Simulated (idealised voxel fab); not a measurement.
Title: Process Module voxel tone inversion
FYI the section here is cut, 250 nm wide, cells are 5 nm squares.
Cross-section, as written here: a square-cell grid given band by band from the top down, where a band holds one or more rows of cells. Heights first: top, then bottom, in nm. Then materials, left to right, each with a width in nm. "edge to edge" on a single material: fills the band edge to edge. "blank": empty space. Heads up on the height convention: 0 is the point under which the incoming wafer is all one material, and the lowest band has no bottom, it just keeps going down, like "0 nm and below". Width: "30->40" (first number = top row, second number = bottom row, same change from row to row of cells). Key: "nothing altered" - step with no changed cell in the cross-section. The list in "Voids, enclosed" covers empty spaces of 8 cells or more that cannot reach the top through any open way, and it gives each as width x height at distance; the distance is from the left edge, and width, height and distance are in nm. Anything after a step's settings on that line? It's the simulator's own note about the step. For masked steps, "overlay nm" on the step line gives how far right of plan the mask actually lay; a minus sign means it lay to the left.

[The process steps that were planned are listed below]
1: RECEIVE (material Si)
2: CONFORMAL_DEP (material SiN; thk nm 5)
3: DIRECTIONAL_DEP (material aC; thk nm 20)
4: PATTERN (tone cover; mask id POSTS; material resist; width nm 20; pitch nm 45; thk nm 30; overlay nm 0)
5: DIRECTIONAL_ETCH (etch materials aC; depth nm 20)
6: STRIP (etch materials resist)
7: FILL_DEP (material SiO2; thk nm 5)
8: CMP (height nm 25)
9: STRIP (etch materials aC)
10: CONFORMAL_DEP (material TiN; thk nm 5)
11: FILL_DEP (material W; thk nm 5)
12: CMP (height nm 25)
13: CONFORMAL_DEP (material SiCN; thk nm 5)

[First wafer of two (run as planned)]

[So this is the incoming wafer in cross-section - it's already been through step 1]
> 0 nm and below: Si edge to edge
> Voids, enclosed: none

[State of the wafer after step 2, shown in cross-section]
> 5 nm to 0 nm: SiN edge to edge
> All layers under 0 are left as they were.

[State of the wafer after step 3, shown in cross-section]
> 25 nm to 5 nm: aC edge to edge
> All layers under 5 are left as they were.

[State of the wafer after step 4, shown in cross-section]
> 55 nm to 25 nm: 90 of blank / 20 of resist / 25 of blank / 20 of resist / 95 of blank
> All layers under 25 are left as they were.

[State of the wafer after step 5, shown in cross-section]
> 35 nm to 25 nm: 90 of blank / 20 of resist / 25 of blank / 20 of resist / 95 of blank
> 25 nm to 5 nm: 90 of blank / 20 of aC / 25 of blank / 20 of aC / 95 of blank
> All layers under 5 are left as they were.

[State of the wafer after step 6, shown in cross-section]
> 25 nm to 5 nm: 90 of blank / 20 of aC / 25 of blank / 20 of aC / 95 of blank
> All layers under 5 are left as they were.

[State of the wafer after step 7, shown in cross-section]
> 30 nm to 25 nm: SiO2 edge to edge
> 25 nm to 5 nm: 90 of SiO2 / 20 of aC / 25 of SiO2 / 20 of aC / 95 of SiO2
> All layers under 5 are left as they were.

[State of the wafer after step 8, shown in cross-section]
> 25 nm to 5 nm: 90 of SiO2 / 20 of aC / 25 of SiO2 / 20 of aC / 95 of SiO2
> All layers under 5 are left as they were.

[State of the wafer after step 9, shown in cross-section]
> 25 nm to 5 nm: 90 of SiO2 / 20 of blank / 25 of SiO2 / 20 of blank / 95 of SiO2
> All layers under 5 are left as they were.

[State of the wafer after step 10, shown in cross-section]
> 30 nm to 25 nm: 95 of TiN / 10 of blank / 35 of TiN / 10 of blank / 100 of TiN
> 25 nm to 10 nm: 90 of SiO2 / 5 of TiN / 10 of blank / 5 of TiN / 25 of SiO2 / 5 of TiN / 10 of blank / 5 of TiN / 95 of SiO2
> 10 nm to 5 nm: 90 of SiO2 / 20 of TiN / 25 of SiO2 / 20 of TiN / 95 of SiO2
> All layers under 5 are left as they were.

[State of the wafer after step 11, shown in cross-section]
> 35 nm to 30 nm: W edge to edge
> 30 nm to 25 nm: 95 of TiN / 10 of W / 35 of TiN / 10 of W / 100 of TiN
> 25 nm to 10 nm: 90 of SiO2 / 5 of TiN / 10 of W / 5 of TiN / 25 of SiO2 / 5 of TiN / 10 of W / 5 of TiN / 95 of SiO2
> All layers under 10 are left as they were.

[State of the wafer after step 12, shown in cross-section]
> 25 nm to 10 nm: 90 of SiO2 / 5 of TiN / 10 of W / 5 of TiN / 25 of SiO2 / 5 of TiN / 10 of W / 5 of TiN / 95 of SiO2
> All layers under 10 are left as they were.

[State of the wafer after step 13, shown in cross-section]
> 30 nm to 25 nm: SiCN edge to edge
> All layers under 25 are left as they were.

[Second wafer - shared start and plan with the first - one error in running - same as the first up to step 5 inclusive]

[Cross-section of the second wafer corresponding to the planned conclusion of step 6]
> 25 nm to 5 nm: 90 of blank / 20 of aC / 25 of blank / 20 of aC / 95 of blank
> All layers under 5 are left as they were.

[Cross-section of the second wafer corresponding to the planned conclusion of step 7]
> 30 nm to 25 nm: SiO2 edge to edge
> 25 nm to 5 nm: 90 of SiO2 / 20 of aC / 25 of SiO2 / 20 of aC / 95 of SiO2
> All layers under 5 are left as they were.

[Cross-section of the second wafer corresponding to the planned conclusion of step 8]
> 25 nm to 5 nm: 90 of SiO2 / 20 of aC / 25 of SiO2 / 20 of aC / 95 of SiO2
> All layers under 5 are left as they were.

[Cross-section of the second wafer corresponding to the planned conclusion of step 9]
> 25 nm to 5 nm: 90 of SiO2 / 20 of blank / 25 of SiO2 / 20 of blank / 95 of SiO2
> All layers under 5 are left as they were.

[Cross-section of the second wafer corresponding to the planned conclusion of step 10]
> 30 nm to 25 nm: 95 of TiN / 10 of blank / 35 of TiN / 10 of blank / 100 of TiN
> 25 nm to 10 nm: 90 of SiO2 / 5 of TiN / 10 of blank / 5 of TiN / 25 of SiO2 / 5 of TiN / 10 of blank / 5 of TiN / 95 of SiO2
> 10 nm to 5 nm: 90 of SiO2 / 20 of TiN / 25 of SiO2 / 20 of TiN / 95 of SiO2
> All layers under 5 are left as they were.

[Cross-section of the second wafer corresponding to the planned conclusion of step 11]
> 35 nm to 30 nm: W edge to edge
> 30 nm to 25 nm: 95 of TiN / 10 of W / 35 of TiN / 10 of W / 100 of TiN
> 25 nm to 10 nm: 90 of SiO2 / 5 of TiN / 10 of W / 5 of TiN / 25 of SiO2 / 5 of TiN / 10 of W / 5 of TiN / 95 of SiO2
> All layers under 10 are left as they were.

[Cross-section of the second wafer corresponding to the planned conclusion of step 12]
> 25 nm to 10 nm: 90 of SiO2 / 5 of TiN / 10 of W / 5 of TiN / 25 of SiO2 / 5 of TiN / 10 of W / 5 of TiN / 95 of SiO2
> All layers under 10 are left as they were.

[Cross-section of the second wafer corresponding to the planned conclusion of step 13]
> 30 nm to 25 nm: SiCN edge to edge
> All layers under 25 are left as they were.
Plan not followed: step 6 of the plan was carried out twice
The two wafers come out with the same cross-section, meaning that, for this model, the mistake has no consequence in the computed result.
